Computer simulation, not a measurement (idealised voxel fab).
process module | voxel self aligned contacts
cross-section cut | 170 nm wide | cells 5 nm
A cross-section is a grid of square cells, given in bands from the top down. A band is one or more rows of cells.
Each band's line starts with the height of the band's top and of its bottom, in nm. Then come its materials from left to right, each with its width in nm. One material with "throughout" fills the band from edge to edge. "air" is empty space.
Height 0 is the level under which the wafer as received is all one material. The lowest band goes on downwards, as in "0 down".
A width such as "30 to 40" changes by the same amount from each row of cells to the next, from the band's top row to its bottom row.
"no change" after a step means that no cell of the cross-section changed.
closed voids: empty space of 8 cells or more with no open way to the top, each as width x height at its distance from the left edge, in nm
after a step's settings: what the simulator itself notes on the step
overlay nm, on a step with a mask: how far to the right of its planned place the mask lay; to the left if negative
plan
1 op RECEIVE | material Si
2 op CONFORMAL_DEP | material SiO2 | thk nm 5
3 op DIRECTIONAL_DEP | material polySi | thk nm 25
4 op DIRECTIONAL_DEP | material SiN | thk nm 20
5 op PATTERN | tone cover | mask id GATE | material resist | width nm 25 | pitch nm 60 | thk nm 20 | overlay nm 0
6 op DIRECTIONAL_ETCH | etch materials SiN | depth nm 20
7 op DIRECTIONAL_ETCH | etch materials polySi | depth nm 25
8 op STRIP | etch materials resist
9 op CONFORMAL_DEP | material SiN | thk nm 5
10 op DIRECTIONAL_ETCH | etch materials SiN | depth nm 5
11 op FILL_DEP | material SiO2 | thk nm 15
12 op CMP | height nm 55
13 op DIRECTIONAL_DEP | material aC | thk nm 10
14 op PATTERN | tone open | mask id CONTACT | material resist | width nm 45 | thk nm 25 | overlay nm 0
15 op DIRECTIONAL_ETCH | etch materials aC | depth nm 10
16 op STRIP | etch materials resist
17 op DIRECTIONAL_ETCH | etch materials SiO2 | depth nm 55
18 op STRIP | etch materials aC
19 op CONFORMAL_DEP | material TiN | thk nm 5
20 op FILL_DEP | material Ru | thk nm 5
21 op CMP | height nm 55
22 op CONFORMAL_DEP | material SiCN | thk nm 5
as received, after step 1
  0 down: Si throughout
  closed voids: none
a wafer at the end: this start, this plan, one mistake
  60 to 55: SiCN throughout
  55 to 50: SiO2 35 | SiN 35 | TiN 25 | SiN 35 | SiO2 40
  50 to 30: SiN throughout
  30 to 5: polySi throughout
  5 to 0: SiO2 throughout
  0 down: Si throughout
  closed voids: none
what went wrong: step 4 was run twice
